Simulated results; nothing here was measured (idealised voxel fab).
process module | voxel transistor to metal
cross-section cut | 155 nm wide | cells 5 nm
A cross-section is a grid of square cells, given in bands from the top down. A band is one or more rows of cells.
Each band's line starts with the height of the band's top and of its bottom, in nm. Then come its materials from left to right, each with its width in nm. One material with "throughout" fills the band from edge to edge. "air" is empty space.
Height 0 is the level under which the wafer as received is all one material. The lowest band goes on downwards, as in "0 down".
A width such as "30 to 40" changes by the same amount from each row of cells to the next, from the band's top row to its bottom row.
"no change" after a step means that no cell of the cross-section changed.
closed voids: empty space of 8 cells or more with no open way to the top, each as width x height at its distance from the left edge, in nm
after a step's settings: what the simulator itself notes on the step
overlay nm, on a step with a mask: how far to the right of its planned place the mask lay; to the left if negative
plan
1 op RECEIVE | material Si
2 op OXIDIZE | depth nm 5
3 op CONFORMAL_DEP | material SiN | thk nm 10
4 op PATTERN | tone cover | mask id ACTIVE | material resist | width nm 100 | thk nm 20 | overlay nm 0
5 op DIRECTIONAL_ETCH | etch materials SiN | depth nm 10
6 op DIRECTIONAL_ETCH | etch materials SiO2 | depth nm 5
7 op DIRECTIONAL_ETCH | etch materials Si | depth nm 20
8 op STRIP | etch materials resist
9 op OXIDIZE | depth nm 5
10 op FILL_DEP | material SiO2 | thk nm 5
11 op CMP | height nm 10
12 op SELECTIVE_ETCH | etch materials SiO2 | depth nm 10
13 op STRIP | etch materials SiN
14 op SELECTIVE_ETCH | etch materials SiO2 | depth nm 5
15 op OXIDIZE | depth nm 5
16 op DIRECTIONAL_DEP | material polySi | thk nm 20
17 op DIRECTIONAL_DEP | material SiCN | thk nm 10
18 op PATTERN | tone cover | mask id GATE | material resist | width nm 20 | thk nm 20 | overlay nm 0
19 op DIRECTIONAL_ETCH | etch materials SiCN | depth nm 20
20 op DIRECTIONAL_ETCH | etch materials polySi | depth nm 30
21 op STRIP | etch materials resist
22 op CONFORMAL_DEP | material SiN | thk nm 5
23 op DIRECTIONAL_ETCH | etch materials SiN | depth nm 5
24 op DIRECTIONAL_ETCH | etch materials SiO2 | depth nm 5
25 op DIRECTIONAL_ETCH | etch materials Si | depth nm 5
26 op EPI | material pSi | thk nm 5
27 op FILL_DEP | material SiO2 | thk nm 10
28 op CMP | height nm 25
29 op DIRECTIONAL_DEP | material SiO2 | thk nm 15
30 op PATTERN | tone open | mask id CONTACT | material resist | width nm 30 | pitch nm 60 | thk nm 15 | overlay nm 0
31 op DIRECTIONAL_ETCH | etch materials SiO2 | depth nm 50
32 op STRIP | etch materials resist
33 op CONFORMAL_DEP | material TiN | thk nm 5
34 op FILL_DEP | material Ru | thk nm 10
35 op CMP | height nm 40
36 op CONFORMAL_DEP | material SiCN | thk nm 5
37 op DIRECTIONAL_DEP | material SiO2 | thk nm 20
38 op DIRECTIONAL_DEP | material aC | thk nm 10
39 op PATTERN | tone open | mask id METAL_1 | material resist | width nm 20 | pitch nm 70 | thk nm 25 | overlay nm 0
40 op DIRECTIONAL_ETCH | etch materials aC | depth nm 10
41 op STRIP | etch materials resist
42 op DIRECTIONAL_ETCH | etch materials SiO2 | depth nm 20
43 op DIRECTIONAL_ETCH | etch materials SiCN | depth nm 5
44 op STRIP | etch materials aC
45 op CONFORMAL_DEP | material TiN | thk nm 5
46 op FILL_DEP | material Ru | thk nm 10
47 op CMP | height nm 65
48 op EPI | material Ru | thk nm 5
49 op FILL_DEP | material SiCN | thk nm 5
50 op DIRECTIONAL_DEP | material lowk | thk nm 30
51 op MASKED_ETCH | tone open | mask id METAL_2 | width nm 20 | pitch nm 70 | etch materials lowk | depth nm 15 | overlay nm 0
52 op MASKED_ETCH | tone open | mask id METAL_2_HOLES | width nm 15 | pitch nm 70 | etch materials lowk | depth nm 15 | overlay nm 0
53 op MASKED_ETCH | tone open | mask id METAL_2_HOLES | width nm 15 | pitch nm 70 | etch materials SiCN | depth nm 5 | overlay nm 0
54 op CONFORMAL_DEP | material TiN | thk nm 5
55 op FILL_DEP | material Ru | thk nm 10
56 op CMP | height nm 105
57 op CONFORMAL_DEP | material SiN | thk nm 5
first wafer, as planned
as received, after step 1
  0 down: Si throughout
  closed voids: none
after step 2
  0 to -5: SiO2 throughout
  below -5: unchanged
after step 3
  10 to 0: SiN throughout
  below 0: unchanged
after step 4
  30 to 10: air 25 | resist 100 | air 30
  below 10: unchanged
after step 5
  30 to 10: air 25 | resist 100 | air 30
  10 to 0: air 25 | SiN 100 | air 30
  below 0: unchanged
after step 6
  30 to 10: air 25 | resist 100 | air 30
  10 to 0: air 25 | SiN 100 | air 30
  0 to -5: air 25 | SiO2 100 | air 30
  below -5: unchanged
after step 7
  30 to 10: air 25 | resist 100 | air 30
  10 to 0: air 25 | SiN 100 | air 30
  0 to -5: air 25 | SiO2 100 | air 30
  -5 to -25: air 25 | Si 100 | air 30
  below -25: unchanged
after step 8
  10 to 0: air 25 | SiN 100 | air 30
  below 0: unchanged
after step 9
  10 to 0: air 25 | SiN 100 | air 30
  0 to -5: air 25 | SiO2 100 | air 30
  -5 to -25: air 25 | SiO2 5 | Si 90 | SiO2 5 | air 30
  -25 to -30: SiO2 30 | Si 90 | SiO2 35
  below -30: unchanged
after step 10
  15 to 10: SiO2 throughout
  10 to 0: SiO2 25 | SiN 100 | SiO2 30
  0 to -5: SiO2 throughout
  -5 to -30: SiO2 30 | Si 90 | SiO2 35
  below -30: unchanged
after step 11
  10 to 0: SiO2 25 | SiN 100 | SiO2 30
  below 0: unchanged
after step 12
  10 to 0: air 25 | SiN 100 | air 30
  below 0: unchanged
after step 13
  0 to -5: SiO2 throughout
  below -5: unchanged
after step 14
  -5 to -30: SiO2 30 | Si 90 | SiO2 35
  below -30: unchanged
after step 15
  -5 to -10: SiO2 throughout
  below -10: unchanged
after step 16
  15 to -5: polySi throughout
  below -5: unchanged
after step 17
  25 to 15: SiCN throughout
  below 15: unchanged
after step 18
  45 to 25: air 65 | resist 20 | air 70
  below 25: unchanged
after step 19
  45 to 25: air 65 | resist 20 | air 70
  25 to 15: air 65 | SiCN 20 | air 70
  below 15: unchanged
after step 20
  45 to 25: air 65 | resist 20 | air 70
  25 to 15: air 65 | SiCN 20 | air 70
  15 to -5: air 65 | polySi 20 | air 70
  below -5: unchanged
after step 21
  25 to 15: air 65 | SiCN 20 | air 70
  below 15: unchanged
after step 22
  30 to 25: air 60 | SiN 30 | air 65
  25 to 15: air 60 | SiN 5 | SiCN 20 | SiN 5 | air 65
  15 to 0: air 60 | SiN 5 | polySi 20 | SiN 5 | air 65
  0 to -5: SiN 65 | polySi 20 | SiN 70
  below -5: unchanged
after step 23
  25 to 15: air 60 | SiN 5 | SiCN 20 | SiN 5 | air 65
  15 to -5: air 60 | SiN 5 | polySi 20 | SiN 5 | air 65
  below -5: unchanged
after step 24
  25 to 15: air 60 | SiN 5 | SiCN 20 | SiN 5 | air 65
  15 to -5: air 60 | SiN 5 | polySi 20 | SiN 5 | air 65
  -5 to -10: air 60 | SiO2 30 | air 65
  below -10: unchanged
after step 25
  25 to 15: air 60 | SiN 5 | SiCN 20 | SiN 5 | air 65
  15 to -5: air 60 | SiN 5 | polySi 20 | SiN 5 | air 65
  -5 to -10: air 60 | SiO2 30 | air 65
  -10 to -15: SiO2 30 | air 30 | Si 30 | air 30 | SiO2 35
  below -15: unchanged
after step 26
  25 to 15: air 60 | SiN 5 | SiCN 20 | SiN 5 | air 65
  15 to -5: air 60 | SiN 5 | polySi 20 | SiN 5 | air 65
  -5 to -10: air 55 | pSi 5 | SiO2 30 | pSi 5 | air 60
  -10 to -15: SiO2 30 | pSi 30 | Si 30 | pSi 30 | SiO2 35
  below -15: unchanged
after step 27
  35 to 25: SiO2 throughout
  25 to 15: SiO2 60 | SiN 5 | SiCN 20 | SiN 5 | SiO2 65
  15 to -5: SiO2 60 | SiN 5 | polySi 20 | SiN 5 | SiO2 65
  -5 to -10: SiO2 55 | pSi 5 | SiO2 30 | pSi 5 | SiO2 60
  below -10: unchanged
after step 28
  25 to 15: SiO2 60 | SiN 5 | SiCN 20 | SiN 5 | SiO2 65
  below 15: unchanged
after step 29
  40 to 25: SiO2 throughout
  below 25: unchanged
after step 30
  55 to 40: resist 30 | air 30 | resist 30 | air 30 | resist 35
  below 40: unchanged
after step 31
  55 to 40: resist 30 | air 30 | resist 30 | air 30 | resist 35
  40 to 25: SiO2 30 | air 30 | SiO2 30 | air 30 | SiO2 35
  25 to 15: SiO2 30 | air 30 | SiN 5 | SiCN 20 | SiN 5 | air 30 | SiO2 35
  15 to -5: SiO2 30 | air 30 | SiN 5 | polySi 20 | SiN 5 | air 30 | SiO2 35
  -5 to -10: SiO2 30 | air 25 | pSi 5 | SiO2 30 | pSi 5 | air 25 | SiO2 35
  below -10: unchanged
after step 32
  40 to 25: SiO2 30 | air 30 | SiO2 30 | air 30 | SiO2 35
  below 25: unchanged
after step 33
  45 to 40: TiN 35 | air 20 | TiN 40 | air 20 | TiN 40
  40 to 25: SiO2 30 | TiN 5 | air 20 | TiN 5 | SiO2 30 | TiN 5 | air 20 | TiN 5 | SiO2 35
  25 to 15: SiO2 30 | TiN 5 | air 20 | TiN 5 | SiN 5 | SiCN 20 | SiN 5 | TiN 5 | air 20 | TiN 5 | SiO2 35
  15 to 0: SiO2 30 | TiN 5 | air 20 | TiN 5 | SiN 5 | polySi 20 | SiN 5 | TiN 5 | air 20 | TiN 5 | SiO2 35
  0 to -5: SiO2 30 | TiN 5 | air 15 | TiN 10 | SiN 5 | polySi 20 | SiN 5 | TiN 10 | air 15 | TiN 5 | SiO2 35
  -5 to -10: SiO2 30 | TiN 25 | pSi 5 | SiO2 30 | pSi 5 | TiN 25 | SiO2 35
  below -10: unchanged
after step 34
  55 to 45: Ru throughout
  45 to 40: TiN 35 | Ru 20 | TiN 40 | Ru 20 | TiN 40
  40 to 25: SiO2 30 | TiN 5 | Ru 20 | TiN 5 | SiO2 30 | TiN 5 | Ru 20 | TiN 5 | SiO2 35
  25 to 15: SiO2 30 | TiN 5 | Ru 20 | TiN 5 | SiN 5 | SiCN 20 | SiN 5 | TiN 5 | Ru 20 | TiN 5 | SiO2 35
  15 to 0: SiO2 30 | TiN 5 | Ru 20 | TiN 5 | SiN 5 | polySi 20 | SiN 5 | TiN 5 | Ru 20 | TiN 5 | SiO2 35
  0 to -5: SiO2 30 | TiN 5 | Ru 15 | TiN 10 | SiN 5 | polySi 20 | SiN 5 | TiN 10 | Ru 15 | TiN 5 | SiO2 35
  below -5: unchanged
after step 35
  40 to 25: SiO2 30 | TiN 5 | Ru 20 | TiN 5 | SiO2 30 | TiN 5 | Ru 20 | TiN 5 | SiO2 35
  below 25: unchanged
after step 36
  45 to 40: SiCN throughout
  below 40: unchanged
after step 37
  65 to 45: SiO2 throughout
  below 45: unchanged
after step 38
  75 to 65: aC throughout
  below 65: unchanged
after step 39
  100 to 75: resist 30 | air 20 | resist 50 | air 20 | resist 35
  below 75: unchanged
after step 40
  90 to 75: resist 30 | air 20 | resist 50 | air 20 | resist 35
  75 to 65: aC 30 | air 20 | aC 50 | air 20 | aC 35
  below 65: unchanged
after step 41
  75 to 65: aC 30 | air 20 | aC 50 | air 20 | aC 35
  below 65: unchanged
after step 42
  75 to 65: aC 30 | air 20 | aC 50 | air 20 | aC 35
  65 to 45: SiO2 30 | air 20 | SiO2 50 | air 20 | SiO2 35
  below 45: unchanged
after step 43
  75 to 65: aC 30 | air 20 | aC 50 | air 20 | aC 35
  65 to 45: SiO2 30 | air 20 | SiO2 50 | air 20 | SiO2 35
  45 to 40: SiCN 30 | air 20 | SiCN 50 | air 20 | SiCN 35
  below 40: unchanged
after step 44
  65 to 45: SiO2 30 | air 20 | SiO2 50 | air 20 | SiO2 35
  below 45: unchanged
after step 45
  70 to 65: TiN 35 | air 10 | TiN 60 | air 10 | TiN 40
  65 to 45: SiO2 30 | TiN 5 | air 10 | TiN 5 | SiO2 50 | TiN 5 | air 10 | TiN 5 | SiO2 35
  45 to 40: SiCN 30 | TiN 20 | SiCN 50 | TiN 20 | SiCN 35
  below 40: unchanged
after step 46
  80 to 70: Ru throughout
  70 to 65: TiN 35 | Ru 10 | TiN 60 | Ru 10 | TiN 40
  65 to 45: SiO2 30 | TiN 5 | Ru 10 | TiN 5 | SiO2 50 | TiN 5 | Ru 10 | TiN 5 | SiO2 35
  below 45: unchanged
after step 47
  65 to 45: SiO2 30 | TiN 5 | Ru 10 | TiN 5 | SiO2 50 | TiN 5 | Ru 10 | TiN 5 | SiO2 35
  below 45: unchanged
after step 48
  70 to 65: air 25 | Ru 30 | air 40 | Ru 30 | air 30
  below 65: unchanged
after step 49
  75 to 70: SiCN throughout
  70 to 65: SiCN 25 | Ru 30 | SiCN 40 | Ru 30 | SiCN 30
  below 65: unchanged
after step 50
  105 to 75: lowk throughout
  below 75: unchanged
after step 51
  105 to 90: lowk 30 | air 20 | lowk 50 | air 20 | lowk 35
  below 90: unchanged
after step 52
  105 to 90: lowk 30 | air 20 | lowk 50 | air 20 | lowk 35
  90 to 75: lowk 30 | air 15 | lowk 55 | air 15 | lowk 40
  below 75: unchanged
after step 53
  105 to 90: lowk 30 | air 20 | lowk 50 | air 20 | lowk 35
  90 to 75: lowk 30 | air 15 | lowk 55 | air 15 | lowk 40
  75 to 70: SiCN 30 | air 15 | SiCN 55 | air 15 | SiCN 40
  below 70: unchanged
after step 54
  110 to 105: TiN 35 | air 10 | TiN 60 | air 10 | TiN 40
  105 to 95: lowk 30 | TiN 5 | air 10 | TiN 5 | lowk 50 | TiN 5 | air 10 | TiN 5 | lowk 35
  95 to 90: lowk 30 | TiN 5 | air 5 | TiN 10 | lowk 50 | TiN 5 | air 5 | TiN 10 | lowk 35
  90 to 75: lowk 30 | TiN 5 | air 5 | TiN 5 | lowk 55 | TiN 5 | air 5 | TiN 5 | lowk 40
  75 to 70: SiCN 30 | TiN 15 | SiCN 55 | TiN 15 | SiCN 40
  below 70: unchanged
after step 55
  120 to 110: Ru throughout
  110 to 105: TiN 35 | Ru 10 | TiN 60 | Ru 10 | TiN 40
  105 to 95: lowk 30 | TiN 5 | Ru 10 | TiN 5 | lowk 50 | TiN 5 | Ru 10 | TiN 5 | lowk 35
  95 to 90: lowk 30 | TiN 5 | Ru 5 | TiN 10 | lowk 50 | TiN 5 | Ru 5 | TiN 10 | lowk 35
  90 to 75: lowk 30 | TiN 5 | Ru 5 | TiN 5 | lowk 55 | TiN 5 | Ru 5 | TiN 5 | lowk 40
  below 75: unchanged
after step 56
  105 to 95: lowk 30 | TiN 5 | Ru 10 | TiN 5 | lowk 50 | TiN 5 | Ru 10 | TiN 5 | lowk 35
  below 95: unchanged
after step 57
  110 to 105: SiN throughout
  below 105: unchanged
second wafer: like start, like plan, one mistake. Through step 11 it matches the first wafer
when step 12 should have ended
  10 to 0: SiO2 25 | air 100 | SiO2 30
  below 0: unchanged
when step 13 should have ended
  0 to -5: SiO2 15 | air 120 | SiO2 20
  -5 to -10: SiO2 15 | air 15 | Si 90 | air 15 | SiO2 20
  below -10: unchanged
when step 14 should have ended
  -5 to -15: SiO2 10 | air 20 | Si 90 | air 20 | SiO2 15
  below -15: unchanged
when step 15 should have ended
  -5 to -10: SiO2 10 | air 20 | SiO2 90 | air 20 | SiO2 15
  -10 to -15: SiO2 10 | air 20 | SiO2 5 | Si 80 | SiO2 5 | air 20 | SiO2 15
  -15 to -20: SiO2 35 | Si 80 | SiO2 40
  below -20: unchanged
when step 16 should have ended
  15 to 5: polySi 10 | air 20 | polySi 90 | air 20 | polySi 15
  5 to -5: polySi throughout
  -5 to -10: SiO2 10 | polySi 20 | SiO2 90 | polySi 20 | SiO2 15
  -10 to -15: SiO2 10 | polySi 20 | SiO2 5 | Si 80 | SiO2 5 | polySi 20 | SiO2 15
  below -15: unchanged
when step 17 should have ended
  25 to 15: SiCN 10 | air 20 | SiCN 90 | air 20 | SiCN 15
  15 to 5: polySi 10 | SiCN 20 | polySi 90 | SiCN 20 | polySi 15
  below 5: unchanged
when step 18 should have ended
  45 to 25: air 65 | resist 20 | air 70
  below 25: unchanged
when step 19 should have ended
  45 to 25: air 65 | resist 20 | air 70
  25 to 15: air 65 | SiCN 20 | air 70
  15 to 5: polySi 10 | air 20 | polySi 90 | air 20 | polySi 15
  below 5: unchanged
when step 20 should have ended
  45 to 25: air 65 | resist 20 | air 70
  25 to 15: air 65 | SiCN 20 | air 70
  15 to -5: air 65 | polySi 20 | air 70
  -5 to -10: SiO2 10 | air 20 | SiO2 90 | air 20 | SiO2 15
  -10 to -15: SiO2 10 | air 20 | SiO2 5 | Si 80 | SiO2 5 | air 20 | SiO2 15
  below -15: unchanged
when step 21 should have ended
  25 to 15: air 65 | SiCN 20 | air 70
  below 15: unchanged
when step 22 should have ended
  30 to 25: air 60 | SiN 30 | air 65
  25 to 15: air 60 | SiN 5 | SiCN 20 | SiN 5 | air 65
  15 to 0: air 60 | SiN 5 | polySi 20 | SiN 5 | air 65
  0 to -5: SiN 15 | air 10 | SiN 40 | polySi 20 | SiN 40 | air 10 | SiN 20
  -5 to -10: SiO2 10 | SiN 5 | air 10 | SiN 5 | SiO2 90 | SiN 5 | air 10 | SiN 5 | SiO2 15
  -10 to -15: SiO2 10 | SiN 20 | SiO2 5 | Si 80 | SiO2 5 | SiN 20 | SiO2 15
  below -15: unchanged
when step 23 should have ended
  25 to 15: air 60 | SiN 5 | SiCN 20 | SiN 5 | air 65
  15 to -5: air 60 | SiN 5 | polySi 20 | SiN 5 | air 65
  -5 to -10: SiO2 10 | SiN 5 | air 10 | SiN 5 | SiO2 90 | SiN 5 | air 10 | SiN 5 | SiO2 15
  -10 to -15: SiO2 10 | SiN 5 | air 10 | SiN 5 | SiO2 5 | Si 80 | SiO2 5 | SiN 5 | air 10 | SiN 5 | SiO2 15
  below -15: unchanged
when step 24 should have ended
  25 to 15: air 60 | SiN 5 | SiCN 20 | SiN 5 | air 65
  15 to -5: air 60 | SiN 5 | polySi 20 | SiN 5 | air 65
  -5 to -10: air 10 | SiN 5 | air 10 | SiN 5 | air 30 | SiO2 30 | air 30 | SiN 5 | air 10 | SiN 5 | air 15
  -10 to -15: SiO2 10 | SiN 5 | air 10 | SiN 5 | SiO2 5 | Si 80 | SiO2 5 | SiN 5 | air 10 | SiN 5 | SiO2 15
  -15 to -20: SiO2 15 | air 10 | SiO2 10 | Si 80 | SiO2 10 | air 10 | SiO2 20
  below -20: unchanged
when step 25 should have ended
  25 to 15: air 60 | SiN 5 | SiCN 20 | SiN 5 | air 65
  15 to -5: air 60 | SiN 5 | polySi 20 | SiN 5 | air 65
  -5 to -10: air 10 | SiN 5 | air 10 | SiN 5 | air 30 | SiO2 30 | air 30 | SiN 5 | air 10 | SiN 5 | air 15
  -10 to -15: SiO2 10 | SiN 5 | air 10 | SiN 5 | SiO2 5 | air 25 | Si 30 | air 25 | SiO2 5 | SiN 5 | air 10 | SiN 5 | SiO2 15
  below -15: unchanged
when step 26 should have ended
  25 to 15: air 60 | SiN 5 | SiCN 20 | SiN 5 | air 65
  15 to -5: air 60 | SiN 5 | polySi 20 | SiN 5 | air 65
  -5 to -10: air 10 | SiN 5 | air 10 | SiN 5 | air 25 | pSi 5 | SiO2 30 | pSi 5 | air 25 | SiN 5 | air 10 | SiN 5 | air 15
  -10 to -15: SiO2 10 | SiN 5 | air 10 | SiN 5 | SiO2 5 | pSi 25 | Si 30 | pSi 25 | SiO2 5 | SiN 5 | air 10 | SiN 5 | SiO2 15
  below -15: unchanged
when step 27 should have ended
  35 to 25: SiO2 throughout
  25 to 15: SiO2 60 | SiN 5 | SiCN 20 | SiN 5 | SiO2 65
  15 to -5: SiO2 60 | SiN 5 | polySi 20 | SiN 5 | SiO2 65
  -5 to -10: SiO2 10 | SiN 5 | SiO2 10 | SiN 5 | SiO2 25 | pSi 5 | SiO2 30 | pSi 5 | SiO2 25 | SiN 5 | SiO2 10 | SiN 5 | SiO2 15
  -10 to -15: SiO2 10 | SiN 5 | SiO2 10 | SiN 5 | SiO2 5 | pSi 25 | Si 30 | pSi 25 | SiO2 5 | SiN 5 | SiO2 10 | SiN 5 | SiO2 15
  -15 to -20: SiO2 35 | Si 80 | SiO2 40
  below -20: unchanged
when step 28 should have ended
  25 to 15: SiO2 60 | SiN 5 | SiCN 20 | SiN 5 | SiO2 65
  below 15: unchanged
when step 29 should have ended
  40 to 25: SiO2 throughout
  below 25: unchanged
when step 30 should have ended
  55 to 40: resist 30 | air 30 | resist 30 | air 30 | resist 35
  below 40: unchanged
when step 31 should have ended
  55 to 40: resist 30 | air 30 | resist 30 | air 30 | resist 35
  40 to 25: SiO2 30 | air 30 | SiO2 30 | air 30 | SiO2 35
  25 to 15: SiO2 30 | air 30 | SiN 5 | SiCN 20 | SiN 5 | air 30 | SiO2 35
  15 to -5: SiO2 30 | air 30 | SiN 5 | polySi 20 | SiN 5 | air 30 | SiO2 35
  -5 to -10: SiO2 10 | SiN 5 | SiO2 10 | SiN 5 | air 25 | pSi 5 | SiO2 30 | pSi 5 | air 25 | SiN 5 | SiO2 10 | SiN 5 | SiO2 15
  below -10: unchanged
when step 32 should have ended
  40 to 25: SiO2 30 | air 30 | SiO2 30 | air 30 | SiO2 35
  below 25: unchanged
when step 33 should have ended
  45 to 40: TiN 35 | air 20 | TiN 40 | air 20 | TiN 40
  40 to 25: SiO2 30 | TiN 5 | air 20 | TiN 5 | SiO2 30 | TiN 5 | air 20 | TiN 5 | SiO2 35
  25 to 15: SiO2 30 | TiN 5 | air 20 | TiN 5 | SiN 5 | SiCN 20 | SiN 5 | TiN 5 | air 20 | TiN 5 | SiO2 35
  15 to 0: SiO2 30 | TiN 5 | air 20 | TiN 5 | SiN 5 | polySi 20 | SiN 5 | TiN 5 | air 20 | TiN 5 | SiO2 35
  0 to -5: SiO2 30 | TiN 5 | air 15 | TiN 10 | SiN 5 | polySi 20 | SiN 5 | TiN 10 | air 15 | TiN 5 | SiO2 35
  -5 to -10: SiO2 10 | SiN 5 | SiO2 10 | SiN 5 | TiN 25 | pSi 5 | SiO2 30 | pSi 5 | TiN 25 | SiN 5 | SiO2 10 | SiN 5 | SiO2 15
  below -10: unchanged
when step 34 should have ended
  55 to 45: Ru throughout
  45 to 40: TiN 35 | Ru 20 | TiN 40 | Ru 20 | TiN 40
  40 to 25: SiO2 30 | TiN 5 | Ru 20 | TiN 5 | SiO2 30 | TiN 5 | Ru 20 | TiN 5 | SiO2 35
  25 to 15: SiO2 30 | TiN 5 | Ru 20 | TiN 5 | SiN 5 | SiCN 20 | SiN 5 | TiN 5 | Ru 20 | TiN 5 | SiO2 35
  15 to 0: SiO2 30 | TiN 5 | Ru 20 | TiN 5 | SiN 5 | polySi 20 | SiN 5 | TiN 5 | Ru 20 | TiN 5 | SiO2 35
  0 to -5: SiO2 30 | TiN 5 | Ru 15 | TiN 10 | SiN 5 | polySi 20 | SiN 5 | TiN 10 | Ru 15 | TiN 5 | SiO2 35
  below -5: unchanged
when step 35 should have ended
  40 to 25: SiO2 30 | TiN 5 | Ru 20 | TiN 5 | SiO2 30 | TiN 5 | Ru 20 | TiN 5 | SiO2 35
  below 25: unchanged
when step 36 should have ended
  45 to 40: SiCN throughout
  below 40: unchanged
when step 37 should have ended
  65 to 45: SiO2 throughout
  below 45: unchanged
when step 38 should have ended
  75 to 65: aC throughout
  below 65: unchanged
when step 39 should have ended
  100 to 75: resist 30 | air 20 | resist 50 | air 20 | resist 35
  below 75: unchanged
when step 40 should have ended
  90 to 75: resist 30 | air 20 | resist 50 | air 20 | resist 35
  75 to 65: aC 30 | air 20 | aC 50 | air 20 | aC 35
  below 65: unchanged
when step 41 should have ended
  75 to 65: aC 30 | air 20 | aC 50 | air 20 | aC 35
  below 65: unchanged
when step 42 should have ended
  75 to 65: aC 30 | air 20 | aC 50 | air 20 | aC 35
  65 to 45: SiO2 30 | air 20 | SiO2 50 | air 20 | SiO2 35
  below 45: unchanged
when step 43 should have ended
  75 to 65: aC 30 | air 20 | aC 50 | air 20 | aC 35
  65 to 45: SiO2 30 | air 20 | SiO2 50 | air 20 | SiO2 35
  45 to 40: SiCN 30 | air 20 | SiCN 50 | air 20 | SiCN 35
  below 40: unchanged
when step 44 should have ended
  65 to 45: SiO2 30 | air 20 | SiO2 50 | air 20 | SiO2 35
  below 45: unchanged
when step 45 should have ended
  70 to 65: TiN 35 | air 10 | TiN 60 | air 10 | TiN 40
  65 to 45: SiO2 30 | TiN 5 | air 10 | TiN 5 | SiO2 50 | TiN 5 | air 10 | TiN 5 | SiO2 35
  45 to 40: SiCN 30 | TiN 20 | SiCN 50 | TiN 20 | SiCN 35
  below 40: unchanged
when step 46 should have ended
  80 to 70: Ru throughout
  70 to 65: TiN 35 | Ru 10 | TiN 60 | Ru 10 | TiN 40
  65 to 45: SiO2 30 | TiN 5 | Ru 10 | TiN 5 | SiO2 50 | TiN 5 | Ru 10 | TiN 5 | SiO2 35
  below 45: unchanged
when step 47 should have ended
  65 to 45: SiO2 30 | TiN 5 | Ru 10 | TiN 5 | SiO2 50 | TiN 5 | Ru 10 | TiN 5 | SiO2 35
  below 45: unchanged
when step 48 should have ended
  70 to 65: air 25 | Ru 30 | air 40 | Ru 30 | air 30
  below 65: unchanged
when step 49 should have ended
  75 to 70: SiCN throughout
  70 to 65: SiCN 25 | Ru 30 | SiCN 40 | Ru 30 | SiCN 30
  below 65: unchanged
when step 50 should have ended
  105 to 75: lowk throughout
  below 75: unchanged
when step 51 should have ended
  105 to 90: lowk 30 | air 20 | lowk 50 | air 20 | lowk 35
  below 90: unchanged
when step 52 should have ended
  105 to 90: lowk 30 | air 20 | lowk 50 | air 20 | lowk 35
  90 to 75: lowk 30 | air 15 | lowk 55 | air 15 | lowk 40
  below 75: unchanged
when step 53 should have ended
  105 to 90: lowk 30 | air 20 | lowk 50 | air 20 | lowk 35
  90 to 75: lowk 30 | air 15 | lowk 55 | air 15 | lowk 40
  75 to 70: SiCN 30 | air 15 | SiCN 55 | air 15 | SiCN 40
  below 70: unchanged
when step 54 should have ended
  110 to 105: TiN 35 | air 10 | TiN 60 | air 10 | TiN 40
  105 to 95: lowk 30 | TiN 5 | air 10 | TiN 5 | lowk 50 | TiN 5 | air 10 | TiN 5 | lowk 35
  95 to 90: lowk 30 | TiN 5 | air 5 | TiN 10 | lowk 50 | TiN 5 | air 5 | TiN 10 | lowk 35
  90 to 75: lowk 30 | TiN 5 | air 5 | TiN 5 | lowk 55 | TiN 5 | air 5 | TiN 5 | lowk 40
  75 to 70: SiCN 30 | TiN 15 | SiCN 55 | TiN 15 | SiCN 40
  below 70: unchanged
when step 55 should have ended
  120 to 110: Ru throughout
  110 to 105: TiN 35 | Ru 10 | TiN 60 | Ru 10 | TiN 40
  105 to 95: lowk 30 | TiN 5 | Ru 10 | TiN 5 | lowk 50 | TiN 5 | Ru 10 | TiN 5 | lowk 35
  95 to 90: lowk 30 | TiN 5 | Ru 5 | TiN 10 | lowk 50 | TiN 5 | Ru 5 | TiN 10 | lowk 35
  90 to 75: lowk 30 | TiN 5 | Ru 5 | TiN 5 | lowk 55 | TiN 5 | Ru 5 | TiN 5 | lowk 40
  below 75: unchanged
when step 56 should have ended
  105 to 95: lowk 30 | TiN 5 | Ru 10 | TiN 5 | lowk 50 | TiN 5 | Ru 10 | TiN 5 | lowk 35
  below 95: unchanged
when step 57 should have ended
  110 to 105: SiN throughout
  below 105: unchanged
what went wrong: steps 12 and 13 were swapped
at the end the second wafer has, in cells: 2 fewer of Si | 8 more of SiN | 4 fewer of SiO2 | 2 fewer of pSi
